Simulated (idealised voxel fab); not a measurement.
A process module follows: voxel transistor to metal.
This is section cut - it's 205 nm across, gridded in 5 nm square cells.
Think of the cross-section as a grid of square cells. We describe it in bands, top to bottom, and each band covers one or more rows of those cells. In this notation a band is specified by the heights of its top and bottom, in that order and in nm, after which its materials appear from left to right, each paired with its width in nm. The word "all across" attached to a single material means that material fills the band from edge to edge; the word "blank" stands for empty space. A quick word on heights: they are counted from 0, and under that level the wafer as it came to us is one material throughout. The lowest band is different from the rest in having no bottom; it simply continues downward, written as in "from 0 down". The notation "30..40" denotes a width that varies across the rows of cells in the band, beginning at the first number in the top row, finishing at the second number in the bottom row, and changing by an identical amount from each row to the next. Where the words "remained the same" appear for a step, the cross-section shows no cell changed by that step; every cell remained as before. Look at "Fully closed voids" for the closed voids: empty spaces with no open path to the top, sized 8 cells or up. Each is width x height at distance, distance from the left edge, all nm. Whatever follows a step's settings on its line is a remark the simulator itself makes about that step. Among the settings permitted on a step's line is "overlay nm"; applied to a step with a mask, it specifies the extent to which the mask lay to the right of its planned position, whereas a negative figure signifies a position to the left.
# The process steps that were planned are listed below
1,RECEIVE (material Si)
2,CONFORMAL_DEP (material SiO2; thk nm 5)
3,CONFORMAL_DEP (material SiN; thk nm 15)
4,PATTERN (tone cover; mask id ACTIVE; material resist; width nm 115; thk nm 15; overlay nm 0)
5,DIRECTIONAL_ETCH (etch materials SiN; depth nm 15)
6,DIRECTIONAL_ETCH (etch materials SiO2; depth nm 5)
7,DIRECTIONAL_ETCH (etch materials Si; depth nm 35)
8,STRIP (etch materials resist)
9,OXIDIZE (depth nm 5)
10,FILL_DEP (material SiO2; thk nm 5)
11,CMP (height nm 20)
12,SELECTIVE_ETCH (etch materials SiO2; depth nm 10)
13,STRIP (etch materials SiN)
14,SELECTIVE_ETCH (etch materials SiO2; depth nm 5)
15,OXIDIZE (depth nm 5)
16,DIRECTIONAL_DEP (material polySi; thk nm 20)
17,DIRECTIONAL_DEP (material SiCN; thk nm 15)
18,PATTERN (tone cover; mask id GATE; material resist; width nm 35; thk nm 15; overlay nm 0)
19,DIRECTIONAL_ETCH (etch materials SiCN; depth nm 25)
20,DIRECTIONAL_ETCH (etch materials polySi; depth nm 30)
21,STRIP (etch materials resist)
22,CONFORMAL_DEP (material SiN; thk nm 5)
23,DIRECTIONAL_ETCH (etch materials SiN; depth nm 5)
24,DIRECTIONAL_ETCH (etch materials SiO2; depth nm 5)
25,DIRECTIONAL_ETCH (etch materials Si; depth nm 5)
26,EPI (material nSi; thk nm 10)
27,FILL_DEP (material SiO2; thk nm 10)
28,CMP (height nm 20)
29,STRIP (etch materials polySi)
30,SELECTIVE_ETCH (etch materials SiO2; depth nm 5)
31,CONFORMAL_DEP (material HfO2; thk nm 5)
32,CONFORMAL_DEP (material TiN; thk nm 5)
33,FILL_DEP (material W; thk nm 5)
34,CMP (height nm 15)
35,DIRECTIONAL_DEP (material SiO2; thk nm 10)
36,MASKED_ETCH (tone open; mask id CONTACT; width nm 20; pitch nm 85; etch materials SiO2; depth nm 25; overlay nm 0)
37,CONFORMAL_DEP (material TiN; thk nm 5)
38,FILL_DEP (material Ru; thk nm 5)
39,CMP (height nm 25)
40,CONFORMAL_DEP (material SiCN; thk nm 5)
41,DIRECTIONAL_DEP (material lowk; thk nm 25)
42,MASKED_ETCH (tone open; mask id METAL_1; width nm 20; pitch nm 85; etch materials lowk; depth nm 25; overlay nm 0)
43,MASKED_ETCH (tone open; mask id METAL_1; width nm 20; pitch nm 85; etch materials SiCN; depth nm 5; overlay nm 0)
44,CONFORMAL_DEP (material TiN; thk nm 5)
45,FILL_DEP (material Cu; thk nm 5)
46,CMP (height nm 55)
47,CONFORMAL_DEP (material SiCN; thk nm 5)
48,DIRECTIONAL_DEP (material lowk; thk nm 30)
49,DIRECTIONAL_DEP (material aC; thk nm 10)
50,PATTERN (tone open; mask id METAL_2_HOLES; material resist; width nm 15; pitch nm 85; thk nm 25; overlay nm 0)
51,DIRECTIONAL_ETCH (etch materials aC; depth nm 10)
52,STRIP (etch materials resist)
53,DIRECTIONAL_ETCH (etch materials lowk; depth nm 30)
54,STRIP (etch materials aC)
55,DIRECTIONAL_DEP (material aC; thk nm 10)
56,PATTERN (tone open; mask id METAL_2; material resist; width nm 20; pitch nm 85; thk nm 25; overlay nm 0)
57,DIRECTIONAL_ETCH (etch materials aC; depth nm 10)
58,STRIP (etch materials resist)
59,DIRECTIONAL_ETCH (etch materials lowk; depth nm 15)
60,DIRECTIONAL_ETCH (etch materials SiCN; depth nm 5)
61,STRIP (etch materials aC)
62,CONFORMAL_DEP (material TiN; thk nm 5)
63,FILL_DEP (material Cu; thk nm 5)
64,CMP (height nm 90)
65,CONFORMAL_DEP (material SiN; thk nm 5)
The plan shows the thk nm of step 22 as the first wafer had it; this setting differs between the wafers, which start out alike.
# Cross-section of the first of several wafers on receipt, reflecting completion of step 1
> from 0 down: Si all across
> Fully closed voids: none
# Cross-section of the first of several wafers, taken after step 65, where the module ends
> from 95 to 90: SiN all across
> from 90 to 80: lowk (50), then TiN (5), then Cu (10), then TiN (5), then lowk (65), then TiN (5), then Cu (10), then TiN (5), then lowk (50)
> from 80 to 75: lowk (50), then TiN (5), then Cu (5), then TiN (10), then lowk (65), then TiN (5), then Cu (5), then TiN (10), then lowk (50)
> from 75 to 60: lowk (50), then TiN (5), then Cu (5), then TiN (5), then lowk (70), then TiN (5), then Cu (5), then TiN (5), then lowk (55)
> from 60 to 55: SiCN (50), then TiN (15), then SiCN (70), then TiN (15), then SiCN (55)
> from 55 to 30: lowk (50), then TiN (5), then Cu (10), then TiN (5), then lowk (65), then TiN (5), then Cu (10), then TiN (5), then lowk (50)
> from 30 to 25: SiCN (50), then TiN (20), then SiCN (65), then TiN (20), then SiCN (50)
> from 25 to 15: SiO2 (50), then TiN (5), then Ru (10), then TiN (5), then SiO2 (65), then TiN (5), then Ru (10), then TiN (5), then SiO2 (50)
> from 15 to 5: SiO2 (50), then TiN (5), then Ru (10), then TiN (5), then SiO2 (10), then SiN (5), then HfO2 (5), then TiN (5), then W (15), then TiN (5), then HfO2 (5), then SiN (5), then SiO2 (10), then TiN (5), then Ru (10), then TiN (5), then SiO2 (50)
> from 5 to 0: SiO2 (40), then SiN (5), then SiO2 (5), then TiN (20), then nSi (10), then SiN (5), then HfO2 (5), then TiN (25), then HfO2 (5), then SiN (5), then nSi (10), then TiN (20), then SiO2 (5), then SiN (5), then SiO2 (40)
> from 0 to -5: SiO2 (45), then nSi (35), then HfO2 (45), then nSi (35), then SiO2 (45)
> from -5 to -10: SiO2 (50), then nSi (30), then Si (45), then nSi (30), then SiO2 (50)
> from -10 to -40: SiO2 (50), then Si (105), then SiO2 (50)
> from -40 down: Si all across
> Fully closed voids: none
# Sectional view of the last wafer upon completion of the module
> from 95 to 90: SiN all across
> from 90 to 80: lowk (50), then TiN (5), then Cu (10), then TiN (5), then lowk (65), then TiN (5), then Cu (10), then TiN (5), then lowk (50)
> from 80 to 75: lowk (50), then TiN (5), then Cu (5), then TiN (10), then lowk (65), then TiN (5), then Cu (5), then TiN (10), then lowk (50)
> from 75 to 60: lowk (50), then TiN (5), then Cu (5), then TiN (5), then lowk (70), then TiN (5), then Cu (5), then TiN (5), then lowk (55)
> from 60 to 55: SiCN (50), then TiN (15), then SiCN (70), then TiN (15), then SiCN (55)
> from 55 to 30: lowk (50), then TiN (5), then Cu (10), then TiN (5), then lowk (65), then TiN (5), then Cu (10), then TiN (5), then lowk (50)
> from 30 to 25: SiCN (50), then TiN (20), then SiCN (65), then TiN (20), then SiCN (50)
> from 25 to 20: SiO2 (50), then TiN (5), then Ru (10), then TiN (5), then SiO2 (65), then TiN (5), then Ru (10), then TiN (5), then SiO2 (50)
> from 20 to 15: SiO2 (50), then TiN (20), then SiO2 (65), then TiN (20), then SiO2 (50)
> from 15 to 5: SiN (85), then HfO2 (5), then TiN (5), then W (15), then TiN (5), then HfO2 (5), then SiN (85)
> from 5 to 0: SiO2 (40), then SiN (45), then HfO2 (5), then TiN (25), then HfO2 (5), then SiN (45), then SiO2 (40)
> from 0 to -5: SiO2 (80), then HfO2 (45), then SiO2 (80)
> from -5 to -40: SiO2 (50), then Si (105), then SiO2 (50)
> from -40 down: Si all across
> Fully closed voids: none
# Rows = wafers. At module end, each row lists per material the cells gained (+) or lost (-) since the wafer was received, then the closed voids
thk nm 5, +36 Cu, +15 HfO2, +16 Ru, -193 Si, +68 SiCN, +49 SiN, +290 SiO2, +93 TiN, +6 W, +369 lowk, +30 nSi, Fully closed voids: none
thk nm 10, +36 Cu, +15 HfO2, +12 Ru, -181 Si, +68 SiCN, +87 SiN, +278 SiO2, +89 TiN, +6 W, +369 lowk, Fully closed voids: none
thk nm 15, +36 Cu, +15 HfO2, +6 Ru, -181 Si, +68 SiCN, +121 SiN, +254 SiO2, +85 TiN, +6 W, +369 lowk, Fully closed voids: none
thk nm 20, +36 Cu, +15 HfO2, +4 Ru, -181 Si, +68 SiCN, +127 SiN, +254 SiO2, +81 TiN, +6 W, +369 lowk, Fully closed voids: none
